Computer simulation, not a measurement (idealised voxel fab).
Herein follows the process module entitled voxel released beams.
FYI the section here is cut, 265 nm wide, cells are 5 nm squares.
Reading order for cross-sections: top band down to bottom band. Underlying form: a grid of square cells. Band size: one or more rows of cells.
Basically the band line says how high the top is and how high the bottom is, in nm, and then what's in it from left to right, every material with its width in nm. Empty space shows up as "air", and if a single material carries "all across" it runs the full band edge to edge.
Convention: height 0 is the level below which the wafer, as received, is all one material. The lowest band does not terminate at the bottom but continues downward, represented as "0..down".
Width: "30 to 40" (first number = top row, second number = bottom row, same change from row to row of cells).
Step marked "nothing was modified"? Then no cell in the cross-section changed in it.
Entry "Fully enclosed voids" = empty spaces >= 8 cells with no open way to the top; each as width x height at distance, distance from left edge, all nm.
after a step's settings: what the simulator itself notes on the step
overlay nm: step with mask; distance mask lay right of planned place; negative value = left of planned place.

**These are the steps we planned for the process**
| 1 | op RECEIVE | material Si |
| 2 | op CONFORMAL_DEP | material SiN | thk nm 10 |
| 3 | op DIRECTIONAL_DEP | material SiO2 | thk nm 15 |
| 4 | op PATTERN | tone open | mask id ANCHOR | material resist | width nm 40 | thk nm 15 | overlay nm 0 |
| 5 | op DIRECTIONAL_ETCH | etch materials SiO2 | depth nm 15 |
| 6 | op STRIP | etch materials resist |
| 7 | op CONFORMAL_DEP | material W | thk nm 15 |
| 8 | op DIRECTIONAL_DEP | material aC | thk nm 10 |
| 9 | op PATTERN | tone cover | mask id BEAM | material resist | width nm 90 | thk nm 30 | overlay nm 0 |
| 10 | op DIRECTIONAL_ETCH | etch materials aC | depth nm 10 |
| 11 | op STRIP | etch materials resist |
| 12 | op DIRECTIONAL_ETCH | etch materials W | depth nm 15 |
| 13 | op STRIP | etch materials aC |
| 14 | op STRIP | etch materials SiO2 |

**as received, after step 1**
- 0..down: Si all across
- Fully enclosed voids: none

**This is how the wafer looks in cross-section once the module is done, given the starting state and plan above and one mistake in carrying the plan out**
- 55..40: 85 air  90 W  90 air
- 40..25: W all across
- 25..10: 90 SiO2  40 W  135 SiO2
- 10..0: SiN all across
- 0..down: Si all across
- Fully enclosed voids: none
Here's what went sideways: regarding the plan, step 7 was run twice
